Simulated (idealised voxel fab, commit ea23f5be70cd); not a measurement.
Name of the process module below: voxel self aligned vias
Cross-section cut: width 210 nm, square cells of 5 nm.
Cross-sections here: square-cell grids, written as top-down lists of bands, a band being one or more rows of cells. In this notation a band is specified by the heights of its top and bottom, in that order and in nm, after which its materials appear from left to right, each paired with its width in nm. The word "edge to edge" attached to a single material means that material fills the band from edge to edge; the word "blank" stands for empty space. Height datum 0, below which the as-received substrate wafer is one material. Lowest band open at the bottom, running downward: "0 down". So if you see something like "30 to 40" for the width, read it as the top row of the band sitting at the first number and the bottom row at the second, with every row in between moving by the same amount as the last. Where the words "same as before" appear for a step, the cross-section shows no cell changed by that step; every cell remained as before. The entry titled "Enclosed voids" provides the empty spaces that have no open way to the top, restricted to those of 8 cells or more. Each is presented as width x height at distance, the distance being measured from the left edge, with all three in nm. Where a step's line continues beyond its settings, the continuation is a remark by the simulator itself on that step. overlay nm: mask offset rightward from planned place, masked step; negative means leftward offset.

The following list gives the planned process steps
1 RECEIVE with material Si
2 CONFORMAL_DEP with material SiO2, thk nm 10
3 CONFORMAL_DEP with material SiCN, thk nm 5
4 DIRECTIONAL_DEP with material SiO2, thk nm 30
5 MASKED_ETCH with tone open, mask id LINES, width nm 20, pitch nm 60, etch materials SiO2, depth nm 30, overlay nm 0
6 CONFORMAL_DEP with material TiN, thk nm 5
7 FILL_DEP with material W, thk nm 5
8 CMP with height nm 45
9 SELECTIVE_ETCH with etch materials W Ru TiN, depth nm 5
10 FILL_DEP with material SiN, thk nm 10
11 CMP with height nm 45
12 DIRECTIONAL_DEP with material SiO2, thk nm 15
13 PATTERN with tone open, mask id VIAS, material resist, width nm 30, thk nm 20, overlay nm 0
14 DIRECTIONAL_ETCH with etch materials SiO2, depth nm 15
15 DIRECTIONAL_ETCH with etch materials SiN, depth nm 5
16 STRIP with etch materials resist
17 CONFORMAL_DEP with material TiN, thk nm 5
18 FILL_DEP with material Ru, thk nm 5
19 CMP with height nm 60
20 CONFORMAL_DEP with material SiN, thk nm 5
It is noted that the wafers described herein are identical at the outset and are distinguished by the thk nm of step 20; the value stated in the plan corresponds to the first wafer.

First of several wafers (as received, post step 1), cross-sectional view
0 down: Si edge to edge
Enclosed voids: none

First wafer at the end, after step 20
65 to 60: SiN edge to edge
60 to 50: SiO2=60, then TiN=5, then Ru=20, then TiN=5, then SiO2=120
50 to 45: SiO2=60, then TiN=10, then Ru=10, then TiN=10, then SiO2=120
45 to 40: SiO2=65, then TiN=20, then SiO2=40, then SiN=20, then SiO2=65
40 to 20: SiO2=65, then TiN=5, then W=10, then TiN=5, then SiO2=40, then TiN=5, then W=10, then TiN=5, then SiO2=65
20 to 15: SiO2=65, then TiN=20, then SiO2=40, then TiN=20, then SiO2=65
15 to 10: SiCN edge to edge
10 to 0: SiO2 edge to edge
0 down: Si edge to edge
Enclosed voids: none

Cross-sectional depiction of the last of several wafers upon completion of the module
80 to 60: SiN edge to edge
60 to 50: SiO2=60, then TiN=5, then Ru=20, then TiN=5, then SiO2=120
50 to 45: SiO2=60, then TiN=10, then Ru=10, then TiN=10, then SiO2=120
45 to 40: SiO2=65, then TiN=20, then SiO2=40, then SiN=20, then SiO2=65
40 to 20: SiO2=65, then TiN=5, then W=10, then TiN=5, then SiO2=40, then TiN=5, then W=10, then TiN=5, then SiO2=65
20 to 15: SiO2=65, then TiN=20, then SiO2=40, then TiN=20, then SiO2=65
15 to 10: SiCN edge to edge
10 to 0: SiO2 edge to edge
0 down: Si edge to edge
Enclosed voids: none

So in this table every wafer gets its own row, and what you see is where it stands at the end of the module: for each material, how many cells it picked up (+) or gave up (-) since we received it, and after that its closed voids
thk nm 5, +10 Ru, +42 SiCN, +46 SiN, +396 SiO2, +36 TiN, +16 W, Enclosed voids: none
thk nm 10, +10 Ru, +42 SiCN, +88 SiN, +396 SiO2, +36 TiN, +16 W, Enclosed voids: none
thk nm 15, +10 Ru, +42 SiCN, +130 SiN, +396 SiO2, +36 TiN, +16 W, Enclosed voids: none
thk nm 20, +10 Ru, +42 SiCN, +172 SiN, +396 SiO2, +36 TiN, +16 W, Enclosed voids: none
